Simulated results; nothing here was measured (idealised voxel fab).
Name of the process module below: voxel air gaps
cross-section cut | 245 nm wide | cells 5 nm
This document writes a cross-section as a grid whose cells are square, and gives it as bands, listed from the top down; one or more rows of cells form a band. In this notation a band is specified by the heights of its top and bottom, in that order and in nm, after which its materials appear from left to right, each paired with its width in nm. The word "edge to edge" attached to a single material means that material fills the band from edge to edge; the word "air" stands for empty space. Height 0 is the level under which the wafer as received is all one material. The lowest band goes on downwards, as in "from 0 down". A two-number width, for instance "30->40", indicates that the width is equal to the first number in the top row of the band and to the second number in the bottom row, and that it changes by a constant amount per row of cells. "nothing changed" after a step means that no cell of the cross-section changed. The entry "Sealed-off cavities" lists the empty spaces that cover at least 8 cells and have no open path to the top. Each is written as width x height at distance, where the distance is measured from the left edge and all three values are in nm. Text after the settings on a step's line: the simulator's own remark on that step. overlay nm: mask right of planned place by this much (step with mask). Neg. = left.
### Process steps foreseen in the plan
1 RECEIVE, material Si
2 CONFORMAL_DEP, material SiO2, thk nm 10
3 CONFORMAL_DEP, material SiN, thk nm 5
4 DIRECTIONAL_DEP, material lowk, thk nm 40
5 DIRECTIONAL_DEP, material aC, thk nm 10
6 PATTERN, tone open, mask id LINES, material resist, width nm 25, pitch nm 50, thk nm 30, overlay nm 0
7 DIRECTIONAL_ETCH, etch materials aC, depth nm 10
8 STRIP, etch materials resist
9 DIRECTIONAL_ETCH, etch materials lowk, depth nm 40
10 STRIP, etch materials aC
11 CONFORMAL_DEP, material TiN, thk nm 5
12 FILL_DEP, material Ru, thk nm 5
13 CMP, height nm 55
14 EPI, material Ru, thk nm 10
15 SELECTIVE_ETCH, etch materials lowk, depth nm 50
16 CONFORMAL_DEP, material SiN, thk nm 5
### First of two wafers, processed according to plan
### Step 1 complete: cross-section of the wafer as received
* from 0 down: Si edge to edge
* Sealed-off cavities: none
### Upon completion of step 2, the wafer appears in cross-section as shown
* from 10 to 0: SiO2 edge to edge
* below 0: unchanged
### Upon completion of step 3, the wafer appears in cross-section as shown
* from 15 to 10: SiN edge to edge
* below 10: unchanged
### Upon completion of step 4, the wafer appears in cross-section as shown
* from 55 to 15: lowk edge to edge
* below 15: unchanged
### Upon completion of step 5, the wafer appears in cross-section as shown
* from 65 to 55: aC edge to edge
* below 55: unchanged
### Upon completion of step 6, the wafer appears in cross-section as shown
* from 95 to 65: 60 resist, then 25 air, then 25 resist, then 25 air, then 25 resist, then 25 air, then 60 resist
* below 65: unchanged
### Upon completion of step 7, the wafer appears in cross-section as shown
* from 85 to 65: 60 resist, then 25 air, then 25 resist, then 25 air, then 25 resist, then 25 air, then 60 resist
* from 65 to 55: 60 aC, then 25 air, then 25 aC, then 25 air, then 25 aC, then 25 air, then 60 aC
* below 55: unchanged
### Upon completion of step 8, the wafer appears in cross-section as shown
* from 65 to 55: 60 aC, then 25 air, then 25 aC, then 25 air, then 25 aC, then 25 air, then 60 aC
* below 55: unchanged
### Upon completion of step 9, the wafer appears in cross-section as shown
* from 65 to 55: 60 aC, then 25 air, then 25 aC, then 25 air, then 25 aC, then 25 air, then 60 aC
* from 55 to 15: 60 lowk, then 25 air, then 25 lowk, then 25 air, then 25 lowk, then 25 air, then 60 lowk
* below 15: unchanged
### Upon completion of step 10, the wafer appears in cross-section as shown
* from 55 to 15: 60 lowk, then 25 air, then 25 lowk, then 25 air, then 25 lowk, then 25 air, then 60 lowk
* below 15: unchanged
### Upon completion of step 11, the wafer appears in cross-section as shown
* from 60 to 55: 65 TiN, then 15 air, then 35 TiN, then 15 air, then 35 TiN, then 15 air, then 65 TiN
* from 55 to 20: 60 lowk, then 5 TiN, then 15 air, then 5 TiN, then 25 lowk, then 5 TiN, then 15 air, then 5 TiN, then 25 lowk, then 5 TiN, then 15 air, then 5 TiN, then 60 lowk
* from 20 to 15: 60 lowk, then 25 TiN, then 25 lowk, then 25 TiN, then 25 lowk, then 25 TiN, then 60 lowk
* below 15: unchanged
### Upon completion of step 12, the wafer appears in cross-section as shown
* from 65 to 60: Ru edge to edge
* from 60 to 55: 65 TiN, then 15 Ru, then 35 TiN, then 15 Ru, then 35 TiN, then 15 Ru, then 65 TiN
* from 55 to 20: 60 lowk, then 5 TiN, then 15 Ru, then 5 TiN, then 25 lowk, then 5 TiN, then 15 Ru, then 5 TiN, then 25 lowk, then 5 TiN, then 15 Ru, then 5 TiN, then 60 lowk
* below 20: unchanged
### Upon completion of step 13, the wafer appears in cross-section as shown
* from 55 to 20: 60 lowk, then 5 TiN, then 15 Ru, then 5 TiN, then 25 lowk, then 5 TiN, then 15 Ru, then 5 TiN, then 25 lowk, then 5 TiN, then 15 Ru, then 5 TiN, then 60 lowk
* below 20: unchanged
### Upon completion of step 14, the wafer appears in cross-section as shown
* from 65 to 55: 50 air, then 45 Ru, then 5 air, then 45 Ru, then 5 air, then 45 Ru, then 50 air
* below 55: unchanged
### Upon completion of step 15, the wafer appears in cross-section as shown
* from 65 to 55: 50 air, then 45 Ru, then 5 air, then 45 Ru, then 5 air, then 45 Ru, then 50 air
* from 55 to 20: 60 air, then 5 TiN, then 15 Ru, then 5 TiN, then 25 air, then 5 TiN, then 15 Ru, then 5 TiN, then 25 air, then 5 TiN, then 15 Ru, then 5 TiN, then 60 air
* from 20 to 15: 60 air, then 25 TiN, then 25 air, then 25 TiN, then 25 air, then 25 TiN, then 60 air
* below 15: unchanged
### Upon completion of step 16, the wafer appears in cross-section as shown
* from 70 to 65: 45 air, then 155 SiN, then 45 air
* from 65 to 55: 45 air, then 5 SiN, then 45 Ru, then 5 SiN, then 45 Ru, then 5 SiN, then 45 Ru, then 5 SiN, then 45 air
* from 55 to 50: 45 air, then 15 SiN, then 5 TiN, then 15 Ru, then 5 TiN, then 25 SiN, then 5 TiN, then 15 Ru, then 5 TiN, then 25 SiN, then 5 TiN, then 15 Ru, then 5 TiN, then 15 SiN, then 45 air
* from 50 to 20: 55 air, then 5 SiN, then 5 TiN, then 15 Ru, then 5 TiN, then 5 SiN, then 15 air, then 5 SiN, then 5 TiN, then 15 Ru, then 5 TiN, then 5 SiN, then 15 air, then 5 SiN, then 5 TiN, then 15 Ru, then 5 TiN, then 5 SiN, then 55 air
* from 20 to 15: 60 SiN, then 25 TiN, then 25 SiN, then 25 TiN, then 25 SiN, then 25 TiN, then 60 SiN
* below 15: unchanged
* Sealed-off cavities: 15 x 30 at 90; 15 x 30 at 140
### Wafer two. Same start, same plan, one slip in execution. Same as wafer one through step 13, inclusive
### The second wafer cut through, at the time step 14 was supposed to be finished
* from 75 to 55: 40 air, then 165 Ru, then 40 air
* below 55: unchanged
### The second wafer cut through, at the time step 15 was supposed to be finished
* from 75 to 55: 40 air, then 165 Ru, then 40 air
* from 55 to 20: 60 air, then 5 TiN, then 15 Ru, then 5 TiN, then 25 lowk, then 5 TiN, then 15 Ru, then 5 TiN, then 25 lowk, then 5 TiN, then 15 Ru, then 5 TiN, then 60 air
* from 20 to 15: 60 air, then 25 TiN, then 25 lowk, then 25 TiN, then 25 lowk, then 25 TiN, then 60 air
* below 15: unchanged
### The second wafer cut through, at the time step 16 was supposed to be finished
* from 80 to 75: 35 air, then 175 SiN, then 35 air
* from 75 to 55: 35 air, then 5 SiN, then 165 Ru, then 5 SiN, then 35 air
* from 55 to 50: 35 air, then 25 SiN, then 5 TiN, then 15 Ru, then 5 TiN, then 25 lowk, then 5 TiN, then 15 Ru, then 5 TiN, then 25 lowk, then 5 TiN, then 15 Ru, then 5 TiN, then 25 SiN, then 35 air
* from 50 to 20: 55 air, then 5 SiN, then 5 TiN, then 15 Ru, then 5 TiN, then 25 lowk, then 5 TiN, then 15 Ru, then 5 TiN, then 25 lowk, then 5 TiN, then 15 Ru, then 5 TiN, then 5 SiN, then 55 air
* from 20 to 15: 60 SiN, then 25 TiN, then 25 lowk, then 25 TiN, then 25 lowk, then 25 TiN, then 60 SiN
* below 15: unchanged
It is concluded that the wafer was processed incorrectly with respect to the plan, in that twice over, step 14 of the plan was run
The closing comparison, in cells, has the second wafer with more or fewer of some materials than the first: Ru +78, SiN -36, lowk +80
closed voids at the end (first wafer, second wafer): 2, 0
